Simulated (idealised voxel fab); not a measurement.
Presented below is a process module, voxel fin reveal.
Xsec cut, 225 nm wide, square cell size 5 nm.
Cross-section, as written here: a square-cell grid given band by band from the top down, where a band holds one or more rows of cells.
What a band's entry tells you: where the top is and where the bottom is, as heights in nm, and after that what lies inside, material by material from left to right, each with its width in nm. Empty space is written as the word "air", and a single material marked with the word "edge to edge" occupies the band from edge to edge.
Height datum 0, below which the as-received substrate wafer is one material. Lowest band open at the bottom, running downward: "from 0 down".
Top row gets the first number, bottom row gets the second, and each row in between changes by the same step: that is how a band width like "30..40" works.
Key: "nothing different" - step with no changed cell in the cross-section.
Entry "Fully enclosed voids". Content: empty spaces with no open connection to the top, size 8 cells or greater. Each: width x height at distance. Distance: from left edge. Unit: nm.
Formally, on a step line, whatever follows the settings is a remark that the simulator itself makes on the step.
Steps that use a mask can have "overlay nm" on their line. It says how far the mask sat to the right of where it was meant to be. Negative means to the left.
Planned step list for the process
1. RECEIVE [material Si]
2. CONFORMAL_DEP [material SiN] [thk nm 5]
3. MASKED_ETCH [tone cover] [mask id FINS] [width nm 15] [pitch nm 35] [etch materials SiN] [depth nm 5] [overlay nm 0]
4. MASKED_ETCH [tone cover] [mask id FINS] [width nm 15] [pitch nm 35] [etch materials Si] [depth nm 35] [overlay nm 0]
5. FILL_DEP [material SiO2] [thk nm 5]
6. CMP [height nm 5]
7. SELECTIVE_ETCH [etch materials SiO2] [depth nm 30]
8. STRIP [etch materials SiN]
9. CONFORMAL_DEP [material SiO2] [thk nm 5]
The first of two wafers, run as planned
So this is the incoming wafer in cross-section - it's already been through step 1
- from 0 down = Si edge to edge
- Fully enclosed voids: none
Sectional view: wafer, after step 2
- from 5 to 0 = SiN edge to edge
- Unchanged below 0.
Sectional view: wafer, after step 3
- from 5 to 0 = air: 70, then SiN: 15, then air: 20, then SiN: 15, then air: 20, then SiN: 15, then air: 70
- Unchanged below 0.
Sectional view: wafer, after step 4
- from 5 to 0 = air: 70, then SiN: 15, then air: 20, then SiN: 15, then air: 20, then SiN: 15, then air: 70
- from 0 to -35 = air: 70, then Si: 15, then air: 20, then Si: 15, then air: 20, then Si: 15, then air: 70
- Unchanged below -35.
Sectional view: wafer, after step 5
- from 10 to 5 = SiO2 edge to edge
- from 5 to 0 = SiO2: 70, then SiN: 15, then SiO2: 20, then SiN: 15, then SiO2: 20, then SiN: 15, then SiO2: 70
- from 0 to -35 = SiO2: 70, then Si: 15, then SiO2: 20, then Si: 15, then SiO2: 20, then Si: 15, then SiO2: 70
- Unchanged below -35.
Sectional view: wafer, after step 6
- from 5 to 0 = SiO2: 70, then SiN: 15, then SiO2: 20, then SiN: 15, then SiO2: 20, then SiN: 15, then SiO2: 70
- Unchanged below 0.
Sectional view: wafer, after step 7
- from 5 to 0 = air: 70, then SiN: 15, then air: 20, then SiN: 15, then air: 20, then SiN: 15, then air: 70
- from 0 to -25 = air: 70, then Si: 15, then air: 20, then Si: 15, then air: 20, then Si: 15, then air: 70
- Unchanged below -25.
Sectional view: wafer, after step 8
- from 0 to -25 = air: 70, then Si: 15, then air: 20, then Si: 15, then air: 20, then Si: 15, then air: 70
- Unchanged below -25.
Sectional view: wafer, after step 9
- from 5 to 0 = air: 65, then SiO2: 25, then air: 10, then SiO2: 25, then air: 10, then SiO2: 25, then air: 65
- from 0 to -20 = air: 65, then SiO2: 5, then Si: 15, then SiO2: 5, then air: 10, then SiO2: 5, then Si: 15, then SiO2: 5, then air: 10, then SiO2: 5, then Si: 15, then SiO2: 5, then air: 65
- from -20 to -35 = SiO2: 70, then Si: 15, then SiO2: 20, then Si: 15, then SiO2: 20, then Si: 15, then SiO2: 70
- Unchanged below -35.
Now the other wafer: same start, same recipe, but we messed up one thing when running it. Up to and including step 8 it's the same as the first one
Second wafer at the planned finish of step 9, seen in cross-section
- from 5 to 0 = air: 65, then SiN: 25, then air: 10, then SiN: 25, then air: 10, then SiN: 25, then air: 65
- from 0 to -20 = air: 65, then SiN: 5, then Si: 15, then SiN: 5, then air: 10, then SiN: 5, then Si: 15, then SiN: 5, then air: 10, then SiN: 5, then Si: 15, then SiN: 5, then air: 65
- from -20 to -25 = SiN: 70, then Si: 15, then SiN: 20, then Si: 15, then SiN: 20, then Si: 15, then SiN: 70
- Unchanged below -25.
What was the processing mistake? step 9 ran with different settings than intended, the actual operation and settings being CONFORMAL_DEP [material SiN] [thk nm 5]
Final difference in cells, second wafer against first, listed per material as more or fewer: SiN: 75 more, SiO2: 75 fewer
